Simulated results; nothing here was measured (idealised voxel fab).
Herein follows the process module entitled voxel wiring stack.
Square cell edge 5 nm, section width 175 nm, ID cut.
How to read a cross-section here: the picture is a grid of square cells, written as bands going from the top down, and any band can span one or more rows of cells. Within each band entry, the heights of the top and of the bottom of the band appear first, in that order and in nm; the materials of the band then follow from left to right, each with its corresponding width in nm. The designation "everywhere" on a single material indicates that it fills the band from edge to edge; the designation "blank" indicates empty space. Ref level 0: as-received wafer is one material below here. Bottom band extends down with no lower bound ("0 down"). Width spec "30..40" -> top row of cells at first value, bottom row at second value, equal per-row change in between. Reading "identical to before" for a step: not a cell of the cross-section changed in it. The label "Enclosed void listing" introduces a list of the empty spaces, 8 cells or larger, that have no open way up to the top; each entry in it reads width x height at distance, where the distance is taken from the left edge and all three are stated in nm. The remark found on a step's line after its settings is issued by the simulator itself and pertains to that step. A step's line can hold "overlay nm"; with a mask on that step, the setting says how far right of the planned place the mask lay, while a negative setting says it lay to the left.
**Process steps foreseen in the plan**
step 1: RECEIVE: material Si
step 2: CONFORMAL_DEP: material SiO2, thk nm 10
step 3: CONFORMAL_DEP: material SiCN, thk nm 5
step 4: DIRECTIONAL_DEP: material SiO2, thk nm 25
step 5: DIRECTIONAL_DEP: material aC, thk nm 15
step 6: PATTERN: tone open, mask id METAL_1, material resist, width nm 25, pitch nm 40, thk nm 30, overlay nm 0
step 7: DIRECTIONAL_ETCH: etch materials aC, depth nm 15
step 8: STRIP: etch materials resist
step 9: DIRECTIONAL_ETCH: etch materials SiO2, depth nm 25
step 10: DIRECTIONAL_ETCH: etch materials SiCN, depth nm 5
step 11: STRIP: etch materials aC
step 12: CONFORMAL_DEP: material TiN, thk nm 5
step 13: FILL_DEP: material Ru, thk nm 5
step 14: CMP: height nm 40
step 15: EPI: material Ru, thk nm 5
step 16: FILL_DEP: material SiCN, thk nm 5
step 17: DIRECTIONAL_DEP: material SiO2, thk nm 25
step 18: MASKED_ETCH: tone open, mask id METAL_2, width nm 25, pitch nm 40, etch materials SiO2, depth nm 15, overlay nm 0
step 19: PATTERN: tone open, mask id METAL_2_HOLES, material resist, width nm 15, pitch nm 40, thk nm 15, overlay nm 0
step 20: DIRECTIONAL_ETCH: etch materials SiO2, depth nm 10
step 21: DIRECTIONAL_ETCH: etch materials SiCN, depth nm 5
step 22: STRIP: etch materials resist
step 23: CONFORMAL_DEP: material TiN, thk nm 5
step 24: FILL_DEP: material Cu, thk nm 5
step 25: CMP: height nm 75
step 26: CONFORMAL_DEP: material SiCN, thk nm 5
**Cross-section of the wafer as it came to us, i.e., already through step 1**
* 0 down  Si everywhere
* Enclosed void listing: none
**Module complete - cross-section of the first of two wafers, run according to plan**
* 80 to 75  SiCN everywhere
* 75 to 65  SiO2: 35; TiN: 5; Cu: 15; TiN: 5; SiO2: 15; TiN: 5; Cu: 15; TiN: 5; SiO2: 15; TiN: 5; Cu: 15; TiN: 5; SiO2: 35
* 65 to 60  SiO2: 35; TiN: 5; Cu: 5; TiN: 15; SiO2: 15; TiN: 5; Cu: 5; TiN: 15; SiO2: 15; TiN: 5; Cu: 5; TiN: 15; SiO2: 35
* 60 to 50  SiO2: 35; TiN: 5; Cu: 5; TiN: 5; SiO2: 25; TiN: 5; Cu: 5; TiN: 5; SiO2: 25; TiN: 5; Cu: 5; TiN: 5; SiO2: 45
* 50 to 45  SiCN: 35; TiN: 15; SiCN: 25; TiN: 15; SiCN: 25; TiN: 15; SiCN: 45
* 45 to 40  SiCN: 30; Ru: 35; SiCN: 5; Ru: 35; SiCN: 5; Ru: 35; SiCN: 30
* 40 to 15  SiO2: 35; TiN: 5; Ru: 15; TiN: 5; SiO2: 15; TiN: 5; Ru: 15; TiN: 5; SiO2: 15; TiN: 5; Ru: 15; TiN: 5; SiO2: 35
* 15 to 10  SiCN: 35; TiN: 25; SiCN: 15; TiN: 25; SiCN: 15; TiN: 25; SiCN: 35
* 10 to 0  SiO2 everywhere
* 0 down  Si everywhere
* Enclosed void listing: none
**What the second wafer looks like in cross-section once the module is done. Its start and its plan matched the first wafer's exactly; what differed was one mistake in how it was run**
* 80 to 75  SiCN everywhere
* 75 to 65  SiO2: 35; TiN: 5..15; Cu: 25..15; TiN: 5; SiO2: 5; TiN: 5..15; Cu: 25..15; TiN: 5; SiO2: 5; TiN: 5..15; Cu: 25..15; TiN: 5; SiO2: 25
* 65 to 60  SiO2: 45; TiN: 25; SiO2: 15; TiN: 25; SiO2: 15; TiN: 25; SiO2: 25
* 60 to 50  SiO2: 45; TiN: 5; SiO2: 35; TiN: 5; SiO2: 35; TiN: 5; SiO2: 45
* 50 to 45  SiCN: 45; TiN: 5; SiCN: 35; TiN: 5; SiCN: 35; TiN: 5; SiCN: 45
* 45 to 40  SiCN: 30; Ru: 35; SiCN: 5; Ru: 35; SiCN: 5; Ru: 35; SiCN: 30
* 40 to 15  SiO2: 35; TiN: 5; Ru: 15; TiN: 5; SiO2: 15; TiN: 5; Ru: 15; TiN: 5; SiO2: 15; TiN: 5; Ru: 15; TiN: 5; SiO2: 35
* 15 to 10  SiCN: 35; TiN: 25; SiCN: 15; TiN: 25; SiCN: 15; TiN: 25; SiCN: 35
* 10 to 0  SiO2 everywhere
* 0 down  Si everywhere
* Enclosed void listing: none
What was done differently from what was planned? step 18 ran as: MASKED_ETCH: tone open, mask id METAL_2, width nm 25, pitch nm 40, etch materials SiO2, depth nm 15, overlay nm 10
Upon completion, the second wafer contains, in terms of cells, a greater or smaller amount of certain materials than the first wafer: 3 fewer of Cu, 6 more of SiCN, 3 fewer of TiN
